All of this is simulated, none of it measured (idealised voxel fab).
Name of the process module below: voxel transistor to metal
The width of the displayed cross-section, cut, is 280 nm; its cells are square, with a size of 5 nm.
If you're reading a cross-section in this doc, picture square cells in a grid; it comes to you as bands, top ones listed first down to the bottom, and a band can be one or more rows of cells. For a band, the entry starts with two heights in nm, that of the top and then that of the bottom, and carries on with the band's materials in order from left to right, each alongside its width in nm; the word "full width" beside a single material means it fills the band edge to edge, and "empty" means empty space. For the purposes of this specification, 0 denotes the height below which the wafer in its as-received condition is composed wholly of one material, and the lowermost band, lacking a lower limit, extends downward without end, as expressed in "from 0 down". You'd read "30 to 40" like this: the band's top row of cells is as wide as the first number, its bottom row is as wide as the second, and going down, every row changes width by the same amount as the row before did. Take "no modification" at face value: in the step it is given for, the cross-section changed in none of its cells. "Enclosed void entries" lists enclosed empty spaces (at least 8 cells, no open path upward to the top), each as width x height at distance from the left edge, in nm. Post-settings text on a step line: simulator's own remark regarding the step. A step line may carry the setting "overlay nm", which, for steps involving a mask, states the distance by which the mask lay to the right of its intended position; negative values denote displacement to the left.

BELOW IS THE LIST OF PLANNED PROCESS STEPS
1) RECEIVE [material Si]
2) OXIDIZE [depth nm 5]
3) CONFORMAL_DEP [material SiN] [thk nm 10]
4) MASKED_ETCH [tone cover] [mask id ACTIVE] [width nm 105] [pitch nm 125] [etch materials SiN] [depth nm 10] [overlay nm 0]
5) MASKED_ETCH [tone cover] [mask id ACTIVE] [width nm 105] [pitch nm 125] [etch materials SiO2] [depth nm 5] [overlay nm 0]
6) MASKED_ETCH [tone cover] [mask id ACTIVE] [width nm 105] [pitch nm 125] [etch materials Si] [depth nm 35] [overlay nm 0]
7) FILL_DEP [material SiO2] [thk nm 5]
8) CMP [height nm 10]
9) SELECTIVE_ETCH [etch materials SiO2] [depth nm 10]
10) STRIP [etch materials SiN]
11) SELECTIVE_ETCH [etch materials SiO2] [depth nm 5]
12) OXIDIZE [depth nm 5]
13) DIRECTIONAL_DEP [material polySi] [thk nm 20]
14) DIRECTIONAL_DEP [material SiCN] [thk nm 15]
15) PATTERN [tone cover] [mask id GATE] [material resist] [width nm 25] [pitch nm 125] [thk nm 15] [overlay nm 0]
16) DIRECTIONAL_ETCH [etch materials SiCN] [depth nm 25]
17) DIRECTIONAL_ETCH [etch materials polySi] [depth nm 30]
18) STRIP [etch materials resist]
19) CONFORMAL_DEP [material SiO2] [thk nm 5]
20) DIRECTIONAL_ETCH [etch materials SiO2] [depth nm 5]
21) CONFORMAL_DEP [material SiN] [thk nm 5]
22) DIRECTIONAL_ETCH [etch materials SiN] [depth nm 5]
23) DIRECTIONAL_ETCH [etch materials SiO2] [depth nm 5]
24) DIRECTIONAL_ETCH [etch materials Si] [depth nm 10]
25) EPI [material SiGe] [thk nm 10]
26) FILL_DEP [material SiO2] [thk nm 5]
27) CMP [height nm 30]
28) DIRECTIONAL_DEP [material SiO2] [thk nm 10]
29) MASKED_ETCH [tone open] [mask id CONTACT] [width nm 20] [etch materials SiO2] [depth nm 50] [overlay nm 0]
30) CONFORMAL_DEP [material TiN] [thk nm 5]
31) FILL_DEP [material W] [thk nm 5]
32) CMP [height nm 40]
33) CONFORMAL_DEP [material SiN] [thk nm 5]
34) DIRECTIONAL_DEP [material lowk] [thk nm 15]
35) PATTERN [tone open] [mask id METAL_1] [material resist] [width nm 20] [thk nm 15] [overlay nm 0]
36) DIRECTIONAL_ETCH [etch materials lowk] [depth nm 15]
37) DIRECTIONAL_ETCH [etch materials SiN] [depth nm 5]
38) STRIP [etch materials resist]
39) CONFORMAL_DEP [material TiN] [thk nm 5]
40) FILL_DEP [material Cu] [thk nm 5]
41) CMP [height nm 60]
42) CONFORMAL_DEP [material SiCN] [thk nm 5]
43) DIRECTIONAL_DEP [material SiO2] [thk nm 30]
44) MASKED_ETCH [tone open] [mask id METAL_2_HOLES] [width nm 15] [pitch nm 125] [etch materials SiO2] [depth nm 30] [overlay nm 0]
45) MASKED_ETCH [tone open] [mask id METAL_2] [width nm 20] [pitch nm 125] [etch materials SiO2] [depth nm 15] [overlay nm 0]
46) MASKED_ETCH [tone open] [mask id METAL_2] [width nm 20] [pitch nm 125] [etch materials SiCN] [depth nm 5] [overlay nm 0]
47) CONFORMAL_DEP [material TiN] [thk nm 5]
48) FILL_DEP [material Cu] [thk nm 5]
49) CMP [height nm 95]
50) CONFORMAL_DEP [material SiCN] [thk nm 5]

CROSS-SECTION: WAFER ON ARRIVAL = AFTER STEP 1
  from 0 down | Si full width
  Enclosed void entries: none

RUN AS PLANNED - FIRST OF THE TWO WAFERS CROSS-SECTIONED AT THE END OF THE MODULE
  from 100 to 95 | SiCN full width
  from 95 to 85 | 30 of SiO2 / 5 of TiN / 10 of Cu / 5 of TiN / 105 of SiO2 / 5 of TiN / 10 of Cu / 5 of TiN / 105 of SiO2
  from 85 to 80 | 30 of SiO2 / 5 of TiN / 5 of Cu / 10 of TiN / 105 of SiO2 / 5 of TiN / 5 of Cu / 10 of TiN / 105 of SiO2
  from 80 to 65 | 30 of SiO2 / 5 of TiN / 5 of Cu / 5 of TiN / 110 of SiO2 / 5 of TiN / 5 of Cu / 5 of TiN / 110 of SiO2
  from 65 to 60 | 30 of SiCN / 15 of TiN / 110 of SiCN / 15 of TiN / 110 of SiCN
  from 60 to 45 | 30 of lowk / 5 of TiN / 10 of Cu / 5 of TiN / 55 of lowk / 5 of TiN / 10 of Cu / 5 of TiN / 30 of lowk / 5 of TiN / 10 of Cu / 5 of TiN / 55 of lowk / 5 of TiN / 10 of Cu / 5 of TiN / 30 of lowk
  from 45 to 40 | 30 of SiN / 20 of TiN / 55 of SiN / 20 of TiN / 30 of SiN / 20 of TiN / 55 of SiN / 20 of TiN / 30 of SiN
  from 40 to 30 | 30 of SiO2 / 5 of TiN / 10 of W / 5 of TiN / 55 of SiO2 / 5 of TiN / 10 of W / 5 of TiN / 30 of SiO2 / 5 of TiN / 10 of W / 5 of TiN / 55 of SiO2 / 5 of TiN / 10 of W / 5 of TiN / 30 of SiO2
  from 30 to 15 | 30 of SiO2 / 5 of TiN / 10 of W / 5 of TiN / 5 of SiO2 / 5 of SiN / 5 of SiO2 / 25 of SiCN / 5 of SiO2 / 5 of SiN / 5 of SiO2 / 5 of TiN / 10 of W / 5 of TiN / 30 of SiO2 / 5 of TiN / 10 of W / 5 of TiN / 5 of SiO2 / 5 of SiN / 5 of SiO2 / 25 of SiCN / 5 of SiO2 / 5 of SiN / 5 of SiO2 / 5 of TiN / 10 of W / 5 of TiN / 30 of SiO2
  from 15 to 5 | 30 of SiO2 / 5 of TiN / 10 of W / 5 of TiN / 5 of SiO2 / 5 of SiN / 5 of SiO2 / 25 of polySi / 5 of SiO2 / 5 of SiN / 5 of SiO2 / 5 of TiN / 10 of W / 5 of TiN / 30 of SiO2 / 5 of TiN / 10 of W / 5 of TiN / 5 of SiO2 / 5 of SiN / 5 of SiO2 / 25 of polySi / 5 of SiO2 / 5 of SiN / 5 of SiO2 / 5 of TiN / 10 of W / 5 of TiN / 30 of SiO2
  from 5 to 0 | 30 of SiO2 / 5 of TiN / 5 of W / 10 of TiN / 5 of SiO2 / 5 of SiN / 5 of SiO2 / 25 of polySi / 5 of SiO2 / 5 of SiN / 5 of SiO2 / 10 of TiN / 5 of W / 5 of TiN / 30 of SiO2 / 5 of TiN / 5 of W / 10 of TiN / 5 of SiO2 / 5 of SiN / 5 of SiO2 / 25 of polySi / 5 of SiO2 / 5 of SiN / 5 of SiO2 / 10 of TiN / 5 of W / 5 of TiN / 30 of SiO2
  from 0 to -5 | 30 of SiO2 / 5 of TiN / 5 of W / 5 of TiN / 10 of SiGe / 5 of SiN / 5 of SiO2 / 25 of polySi / 5 of SiO2 / 5 of SiN / 10 of SiGe / 5 of TiN / 5 of W / 5 of TiN / 30 of SiO2 / 5 of TiN / 5 of W / 5 of TiN / 10 of SiGe / 5 of SiN / 5 of SiO2 / 25 of polySi / 5 of SiO2 / 5 of SiN / 10 of SiGe / 5 of TiN / 5 of W / 5 of TiN / 30 of SiO2
  from -5 to -10 | 30 of SiO2 / 15 of TiN / 10 of SiGe / 45 of SiO2 / 10 of SiGe / 15 of TiN / 30 of SiO2 / 15 of TiN / 10 of SiGe / 45 of SiO2 / 10 of SiGe / 15 of TiN / 30 of SiO2
  from -10 to -20 | 25 of SiO2 / 30 of SiGe / 45 of Si / 30 of SiGe / 20 of SiO2 / 30 of SiGe / 45 of Si / 30 of SiGe / 25 of SiO2
  from -20 to -40 | 25 of SiO2 / 105 of Si / 20 of SiO2 / 105 of Si / 25 of SiO2
  from -40 down | Si full width
  Enclosed void entries: none

SAME START, SAME PLAN AS THE FIRST WAFER - BUT ONE MISTAKE IN THE RUN. CROSS-SECTION OF THE SECOND OF THE TWO AT THE END OF THE MODULE
  from 100 to 95 | SiCN full width
  from 95 to 85 | 30 of SiO2 / 5 of TiN / 10 of Cu / 5 of TiN / 105 of SiO2 / 5 of TiN / 10 of Cu / 5 of TiN / 105 of SiO2
  from 85 to 80 | 30 of SiO2 / 5 of TiN / 5 of Cu / 10 of TiN / 105 of SiO2 / 5 of TiN / 5 of Cu / 10 of TiN / 105 of SiO2
  from 80 to 65 | 30 of SiO2 / 5 of TiN / 5 of Cu / 5 of TiN / 110 of SiO2 / 5 of TiN / 5 of Cu / 5 of TiN / 110 of SiO2
  from 65 to 60 | 30 of SiCN / 15 of TiN / 110 of SiCN / 15 of TiN / 110 of SiCN
  from 60 to 45 | 30 of lowk / 5 of TiN / 10 of Cu / 5 of TiN / 55 of lowk / 5 of TiN / 10 of Cu / 5 of TiN / 30 of lowk / 5 of TiN / 10 of Cu / 5 of TiN / 55 of lowk / 5 of TiN / 10 of Cu / 5 of TiN / 30 of lowk
  from 45 to 40 | 30 of SiN / 20 of TiN / 55 of SiN / 20 of TiN / 30 of SiN / 20 of TiN / 55 of SiN / 20 of TiN / 30 of SiN
  from 40 to 30 | 30 of SiO2 / 5 of TiN / 10 of W / 5 of TiN / 55 of SiO2 / 5 of TiN / 10 of W / 5 of TiN / 30 of SiO2 / 5 of TiN / 10 of W / 5 of TiN / 55 of SiO2 / 5 of TiN / 10 of W / 5 of TiN / 30 of SiO2
  from 30 to 15 | 30 of SiO2 / 5 of TiN / 10 of W / 5 of TiN / 10 of SiO2 / 5 of SiN / 25 of SiCN / 5 of SiN / 10 of SiO2 / 5 of TiN / 10 of W / 5 of TiN / 30 of SiO2 / 5 of TiN / 10 of W / 5 of TiN / 10 of SiO2 / 5 of SiN / 25 of SiCN / 5 of SiN / 10 of SiO2 / 5 of TiN / 10 of W / 5 of TiN / 30 of SiO2
  from 15 to 0 | 30 of SiO2 / 5 of TiN / 10 of W / 5 of TiN / 10 of SiO2 / 5 of SiN / 25 of polySi / 5 of SiN / 10 of SiO2 / 5 of TiN / 10 of W / 5 of TiN / 30 of SiO2 / 5 of TiN / 10 of W / 5 of TiN / 10 of SiO2 / 5 of SiN / 25 of polySi / 5 of SiN / 10 of SiO2 / 5 of TiN / 10 of W / 5 of TiN / 30 of SiO2
  from 0 to -5 | 30 of SiO2 / 5 of TiN / 10 of W / 5 of TiN / 10 of SiGe / 5 of SiN / 25 of polySi / 5 of SiN / 10 of SiGe / 5 of TiN / 10 of W / 5 of TiN / 30 of SiO2 / 5 of TiN / 10 of W / 5 of TiN / 10 of SiGe / 5 of SiN / 25 of polySi / 5 of SiN / 10 of SiGe / 5 of TiN / 10 of W / 5 of TiN / 30 of SiO2
  from -5 to -10 | 30 of SiO2 / 20 of TiN / 10 of SiGe / 5 of SiN / 25 of SiO2 / 5 of SiN / 10 of SiGe / 20 of TiN / 30 of SiO2 / 20 of TiN / 10 of SiGe / 5 of SiN / 25 of SiO2 / 5 of SiN / 10 of SiGe / 20 of TiN / 30 of SiO2
  from -10 to -20 | 20 to 25 of SiO2 / 40 to 35 of SiGe / 35 of Si / 40 to 35 of SiGe / 10 to 20 of SiO2 / 40 to 35 of SiGe / 35 of Si / 40 to 35 of SiGe / 20 to 25 of SiO2
  from -20 to -40 | 25 of SiO2 / 105 of Si / 20 of SiO2 / 105 of Si / 25 of SiO2
  from -40 down | Si full width
  Enclosed void entries: none
It is concluded that the wafer was processed incorrectly with respect to the plan, in that no execution of plan step 19; skipped
Heads up, by the end the second wafer has more or fewer cells of some materials compared to the first: Si -8; SiGe +12; SiN +4; SiO2 -16; W +8
